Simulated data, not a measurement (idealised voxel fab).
process module | voxel transistor to metal
cross-section cut | 170 nm wide | cells 5 nm
A cross-section is a grid of square cells, given in bands from the top down. A band is one or more rows of cells.
Each band's line starts with the height of the band's top and of its bottom, in nm. Then come its materials from left to right, each with its width in nm. One material with "throughout" fills the band from edge to edge. "air" is empty space.
Height 0 is the level under which the wafer as received is all one material. The lowest band goes on downwards, as in "0 down".
A width such as "30 to 40" changes by the same amount from each row of cells to the next, from the band's top row to its bottom row.
"no change" after a step means that no cell of the cross-section changed.
closed voids: empty space of 8 cells or more with no open way to the top, each as width x height at its distance from the left edge, in nm
after a step's settings: what the simulator itself notes on the step
overlay nm, on a step with a mask: how far to the right of its planned place the mask lay; to the left if negative
plan
1 op RECEIVE | material Si
2 op CONFORMAL_DEP | material SiO2 | thk nm 5
3 op CONFORMAL_DEP | material SiN | thk nm 15
4 op DIRECTIONAL_DEP | material aC | thk nm 10
5 op PATTERN | tone cover | mask id ACTIVE | material resist | width nm 95 | thk nm 25 | overlay nm 0
6 op DIRECTIONAL_ETCH | etch materials aC | depth nm 10
7 op STRIP | etch materials resist
8 op DIRECTIONAL_ETCH | etch materials SiN | depth nm 15
9 op DIRECTIONAL_ETCH | etch materials SiO2 | depth nm 5
10 op DIRECTIONAL_ETCH | etch materials Si | depth nm 35
11 op STRIP | etch materials aC
12 op OXIDIZE | depth nm 5
13 op FILL_DEP | material SiO2 | thk nm 10
14 op CMP | height nm 20
15 op SELECTIVE_ETCH | etch materials SiO2 | depth nm 10
16 op STRIP | etch materials SiN
17 op SELECTIVE_ETCH | etch materials SiO2 | depth nm 5
18 op OXIDIZE | depth nm 5
19 op DIRECTIONAL_DEP | material polySi | thk nm 20
20 op DIRECTIONAL_DEP | material SiCN | thk nm 15
21 op MASKED_ETCH | tone cover | mask id GATE | width nm 15 | etch materials SiCN | depth nm 25 | overlay nm 0
22 op MASKED_ETCH | tone cover | mask id GATE | width nm 15 | etch materials polySi | depth nm 30 | overlay nm 0
23 op CONFORMAL_DEP | material SiN | thk nm 10
24 op DIRECTIONAL_ETCH | etch materials SiN | depth nm 10
25 op DIRECTIONAL_ETCH | etch materials SiO2 | depth nm 5
26 op DIRECTIONAL_ETCH | etch materials Si | depth nm 5
27 op EPI | material SiGe | thk nm 10
28 op FILL_DEP | material SiO2 | thk nm 10
29 op CMP | height nm 35
30 op DIRECTIONAL_DEP | material SiO2 | thk nm 15
31 op DIRECTIONAL_DEP | material aC | thk nm 15
32 op PATTERN | tone open | mask id CONTACT | material resist | width nm 15 | pitch nm 70 | thk nm 30 | overlay nm -15
33 op DIRECTIONAL_ETCH | etch materials aC | depth nm 15
34 op STRIP | etch materials resist
35 op DIRECTIONAL_ETCH | etch materials SiO2 | depth nm 50
36 op STRIP | etch materials aC
37 op CONFORMAL_DEP | material TiN | thk nm 5
38 op FILL_DEP | material Ru | thk nm 10
39 op CMP | height nm 50
40 op DIRECTIONAL_DEP | material TiN | thk nm 5
41 op DIRECTIONAL_DEP | material W | thk nm 25
42 op PATTERN | tone cover | mask id METAL_1 | material resist | width nm 15 | pitch nm 70 | thk nm 20 | overlay nm 0
43 op DIRECTIONAL_ETCH | etch materials W | depth nm 25
44 op DIRECTIONAL_ETCH | etch materials TiN | depth nm 5
45 op STRIP | etch materials resist
46 op FILL_DEP | material lowk | thk nm 10
47 op CMP | height nm 80
48 op CONFORMAL_DEP | material SiCN | thk nm 5
varied across the wafers: overlay nm of step 32. The plan shows the first wafer's value. All wafers start alike
first wafer as received, after step 1
  0 down: Si throughout
  closed voids: none
each wafer at the end: cells of each material gained (+) or lost (-) since it was received, then its closed voids
overlay nm -15 | +10 Ru | -163 Si | +43 SiCN | +24 SiGe | +32 SiN | +377 SiO2 | +45 TiN | +30 W | +168 lowk | +12 polySi | closed voids: none
overlay nm -10 | +16 Ru | -163 Si | +43 SiCN | +24 SiGe | +32 SiN | +370 SiO2 | +46 TiN | +30 W | +168 lowk | +12 polySi | closed voids: none
overlay nm -5 | +16 Ru | -163 Si | +43 SiCN | +24 SiGe | +32 SiN | +368 SiO2 | +48 TiN | +30 W | +168 lowk | +12 polySi | closed voids: none
overlay nm 0 | +18 Ru | -163 Si | +43 SiCN | +24 SiGe | +32 SiN | +366 SiO2 | +48 TiN | +30 W | +168 lowk | +12 polySi | closed voids: none
overlay nm 5 | +16 Ru | -163 Si | +43 SiCN | +24 SiGe | +32 SiN | +368 SiO2 | +48 TiN | +30 W | +168 lowk | +12 polySi | closed voids: none
overlay nm 10 | +16 Ru | -163 Si | +43 SiCN | +24 SiGe | +32 SiN | +370 SiO2 | +46 TiN | +30 W | +168 lowk | +12 polySi | closed voids: none
overlay nm 15 | +10 Ru | -163 Si | +43 SiCN | +24 SiGe | +32 SiN | +377 SiO2 | +45 TiN | +30 W | +168 lowk | +12 polySi | closed voids: none
